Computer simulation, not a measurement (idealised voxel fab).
The process module presented herein is designated voxel capacitor over wiring.
We display cut, a cross-section 240 nm in width whose square cells are each 5 nm.
In what follows, cross-sections appear as grids of square cells, described through bands that run from the top down, where every band is one or more rows of cells.
Band: top and bottom heights (nm) first, top before bottom; then materials from left to right, widths in nm. "throughout" marks a sole material filling the band edge to edge. "air" denotes empty space.
The level at which height equals 0 is the one under which the wafer, as it arrives, is entirely one material. No lower edge exists for the bottom band, which continues downward and is notated as in "0 nm and below".
The width entry "30..40" should be interpreted row by row: the top row of cells in the band takes the first number, the bottom row takes the second number, and the change between adjacent rows is uniform throughout.
"changes: none" means the step left every cell of the cross-section as it was.
"Entrapped void list" enumerates empty spaces isolated from the top, with no open way to it, that contain at least 8 cells, giving each as width x height at distance from the left edge, all three in nm.
If you see something after the settings on a step's line, that's the simulator's own remark about that step.
The "overlay nm" setting may appear on a step's line; for a step that uses a mask, it gives how far to the right of its planned position the mask lay, and a negative value indicates the left.
Process steps (planned):
| 1 | RECEIVE, material Si |
| 2 | CONFORMAL_DEP, material SiO2, thk nm 10 |
| 3 | CONFORMAL_DEP, material SiCN, thk nm 5 |
| 4 | DIRECTIONAL_DEP, material SiO2, thk nm 15 |
| 5 | DIRECTIONAL_DEP, material aC, thk nm 10 |
| 6 | PATTERN, tone open, mask id METAL_1, material resist, width nm 20, pitch nm 80, thk nm 30, overlay nm 0 |
| 7 | DIRECTIONAL_ETCH, etch materials aC, depth nm 10 |
| 8 | STRIP, etch materials resist |
| 9 | DIRECTIONAL_ETCH, etch materials SiO2, depth nm 15 |
| 10 | DIRECTIONAL_ETCH, etch materials SiCN, depth nm 5 |
| 11 | STRIP, etch materials aC |
| 12 | CONFORMAL_DEP, material TiN, thk nm 5 |
| 13 | FILL_DEP, material W, thk nm 10 |
| 14 | CMP, height nm 30 |
| 15 | EPI, material Ru, thk nm 5 |
| 16 | FILL_DEP, material SiCN, thk nm 5 |
| 17 | DIRECTIONAL_DEP, material lowk, thk nm 15 |
| 18 | MASKED_ETCH, tone open, mask id PLUG_1, width nm 15, etch materials lowk, depth nm 15, overlay nm 0 |
| 19 | MASKED_ETCH, tone open, mask id PLUG_1, width nm 15, etch materials SiCN, depth nm 5, overlay nm 0 |
| 20 | CONFORMAL_DEP, material TiN, thk nm 5 |
| 21 | FILL_DEP, material Ru, thk nm 5 |
| 22 | CMP, height nm 55 |
| 23 | DIRECTIONAL_DEP, material TiN, thk nm 5 |
| 24 | DIRECTIONAL_DEP, material SiN, thk nm 5 |
| 25 | DIRECTIONAL_DEP, material TiN, thk nm 5 |
| 26 | MASKED_ETCH, tone cover, mask id UPPER_PLATE, width nm 65, etch materials TiN, depth nm 5, overlay nm 0 |
| 27 | MASKED_ETCH, tone cover, mask id UPPER_PLATE, width nm 65, etch materials SiN, depth nm 5, overlay nm 0 |
| 28 | DIRECTIONAL_DEP, material aC, thk nm 15 |
| 29 | PATTERN, tone cover, mask id LOWER_PLATE, material resist, width nm 75, thk nm 30, overlay nm 0 |
| 30 | DIRECTIONAL_ETCH, etch materials aC, depth nm 15 |
| 31 | STRIP, etch materials resist |
| 32 | DIRECTIONAL_ETCH, etch materials TiN, depth nm 5 |
| 33 | STRIP, etch materials aC |
| 34 | FILL_DEP, material SiO2, thk nm 20 |
| 35 | CMP, height nm 85 |
| 36 | PATTERN, tone open, mask id PLUG_2, material resist, width nm 15, thk nm 15, overlay nm 0 |
| 37 | DIRECTIONAL_ETCH, etch materials SiO2, depth nm 15 |
| 38 | STRIP, etch materials resist |
| 39 | CONFORMAL_DEP, material TiN, thk nm 5 |
| 40 | FILL_DEP, material Cu, thk nm 10 |
| 41 | CMP, height nm 85 |
| 42 | CONFORMAL_DEP, material SiCN, thk nm 5 |
Where the wafers of this document differ is in the thk nm of step 23; they start out the same, and the plan states the value that applied to the first wafer.
First of several wafers, received after step 1, in cross-section:
* 0 nm and below: Si throughout
* Entrapped void list: none
The cross-section of the first of several wafers is given below for the end of the module, after its final step, step 42:
* 90 nm to 85 nm: SiCN throughout
* 85 nm to 75 nm: SiO2 85 nm / TiN 5 nm / Cu 5 nm / TiN 5 nm / SiO2 140 nm
* 75 nm to 65 nm: SiO2 85..75 nm / TiN 15..65 nm / SiO2 140..100 nm
* 65 nm to 60 nm: SiO2 75 nm / SiN 65 nm / SiO2 100 nm
* 60 nm to 55 nm: SiO2 70 nm / TiN 75 nm / SiO2 95 nm
* 55 nm to 40 nm: lowk 75 nm / TiN 5 nm / Ru 5 nm / TiN 5 nm / lowk 150 nm
* 40 nm to 35 nm: SiCN 75 nm / TiN 15 nm / SiCN 150 nm
* 35 nm to 30 nm: SiCN 65 nm / Ru 30 nm / SiCN 50 nm / Ru 30 nm / SiCN 65 nm
* 30 nm to 15 nm: SiO2 70 nm / TiN 5 nm / W 10 nm / TiN 5 nm / SiO2 60 nm / TiN 5 nm / W 10 nm / TiN 5 nm / SiO2 70 nm
* 15 nm to 10 nm: SiCN 70 nm / TiN 20 nm / SiCN 60 nm / TiN 20 nm / SiCN 70 nm
* 10 nm to 0 nm: SiO2 throughout
* 0 nm and below: Si throughout
* Entrapped void list: none
End of module: cross-section, last of several wafers:
* 90 nm to 85 nm: SiCN throughout
* 85 nm to 80 nm: SiO2 75 nm / TiN 65 nm / SiO2 100 nm
* 80 nm to 75 nm: SiO2 75 nm / SiN 65 nm / SiO2 100 nm
* 75 nm to 70 nm: SiO2 70 nm / TiN 75 nm / SiO2 95 nm
* 70 nm to 55 nm: TiN throughout
* 55 nm to 40 nm: lowk 75 nm / TiN 5 nm / Ru 5 nm / TiN 5 nm / lowk 150 nm
* 40 nm to 35 nm: SiCN 75 nm / TiN 15 nm / SiCN 150 nm
* 35 nm to 30 nm: SiCN 65 nm / Ru 30 nm / SiCN 50 nm / Ru 30 nm / SiCN 65 nm
* 30 nm to 15 nm: SiO2 70 nm / TiN 5 nm / W 10 nm / TiN 5 nm / SiO2 60 nm / TiN 5 nm / W 10 nm / TiN 5 nm / SiO2 70 nm
* 15 nm to 10 nm: SiCN 70 nm / TiN 20 nm / SiCN 60 nm / TiN 20 nm / SiCN 70 nm
* 10 nm to 0 nm: SiO2 throughout
* 0 nm and below: Si throughout
* Entrapped void list: none
Heads up, this table goes wafer by wafer. A row tells you, at the end of the module, how many cells of each material that wafer has put on (+) or dropped (-) since it was received, and then its closed voids:
thk nm 5 | +2 Cu | +15 Ru | +169 SiCN | +13 SiN | +454 SiO2 | +64 TiN | +12 W | +135 lowk | Entrapped void list: none
thk nm 10 | +1 Cu | +15 Ru | +169 SiCN | +13 SiN | +409 SiO2 | +110 TiN | +12 W | +135 lowk | Entrapped void list: none
thk nm 15 | +15 Ru | +169 SiCN | +13 SiN | +364 SiO2 | +156 TiN | +12 W | +135 lowk | Entrapped void list: none
thk nm 20 | +15 Ru | +169 SiCN | +13 SiN | +319 SiO2 | +201 TiN | +12 W | +135 lowk | Entrapped void list: none
